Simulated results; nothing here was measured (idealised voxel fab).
process module | voxel self aligned vias
cross-section cut | 300 nm wide | cells 5 nm
A cross-section is a grid of square cells, given in bands from the top down. A band is one or more rows of cells.
Each band's line starts with the height of the band's top and of its bottom, in nm. Then come its materials from left to right, each with its width in nm. One material with "throughout" fills the band from edge to edge. "air" is empty space.
Height 0 is the level under which the wafer as received is all one material. The lowest band goes on downwards, as in "0 down".
A width such as "30 to 40" changes by the same amount from each row of cells to the next, from the band's top row to its bottom row.
"no change" after a step means that no cell of the cross-section changed.
closed voids: empty space of 8 cells or more with no open way to the top, each as width x height at its distance from the left edge, in nm
after a step's settings: what the simulator itself notes on the step
overlay nm, on a step with a mask: how far to the right of its planned place the mask lay; to the left if negative
plan
1 op RECEIVE | material Si
2 op CONFORMAL_DEP | material SiO2 | thk nm 10
3 op CONFORMAL_DEP | material SiCN | thk nm 5
4 op DIRECTIONAL_DEP | material lowk | thk nm 20
5 op DIRECTIONAL_DEP | material aC | thk nm 10
6 op PATTERN | tone open | mask id LINES | material resist | width nm 20 | pitch nm 70 | thk nm 30 | overlay nm 0
7 op DIRECTIONAL_ETCH | etch materials aC | depth nm 10
8 op STRIP | etch materials resist
9 op DIRECTIONAL_ETCH | etch materials lowk | depth nm 20
10 op STRIP | etch materials aC
11 op CONFORMAL_DEP | material TiN | thk nm 5
12 op FILL_DEP | material W | thk nm 10
13 op CMP | height nm 35
14 op SELECTIVE_ETCH | etch materials W Ru TiN | depth nm 5
15 op FILL_DEP | material SiN | thk nm 5
16 op CMP | height nm 35
17 op DIRECTIONAL_DEP | material lowk | thk nm 20
18 op PATTERN | tone open | mask id VIAS | material resist | width nm 40 | thk nm 20 | overlay nm 0
19 op DIRECTIONAL_ETCH | etch materials lowk | depth nm 20
20 op DIRECTIONAL_ETCH | etch materials SiN | depth nm 5
21 op STRIP | etch materials resist
22 op CONFORMAL_DEP | material TiN | thk nm 5
23 op FILL_DEP | material W | thk nm 10
24 op CMP | height nm 55
25 op CONFORMAL_DEP | material SiN | thk nm 5
as received, after step 1
  0 down: Si throughout
  closed voids: none
a wafer at the end: this start, this plan, one mistake
  60 to 55: SiN throughout
  55 to 40: lowk 95 | TiN 5 | W 30 | TiN 5 | lowk 165
  40 to 35: lowk 95 | TiN 10 | W 20 | TiN 10 | lowk 165
  35 to 30: lowk 100 | TiN 30 | lowk 40 | SiN 30 | lowk 100
  30 to 20: lowk 100 | TiN 5 | W 20 | TiN 5 | lowk 40 | TiN 5 | W 20 | TiN 5 | lowk 100
  20 to 15: lowk 100 | TiN 30 | lowk 40 | TiN 30 | lowk 100
  15 to 10: SiCN throughout
  10 to 0: SiO2 throughout
  0 down: Si throughout
  closed voids: none
what went wrong: step 6 ran as: op PATTERN | tone open | mask id LINES | material resist | width nm 30 | pitch nm 70 | thk nm 30 | overlay nm 0
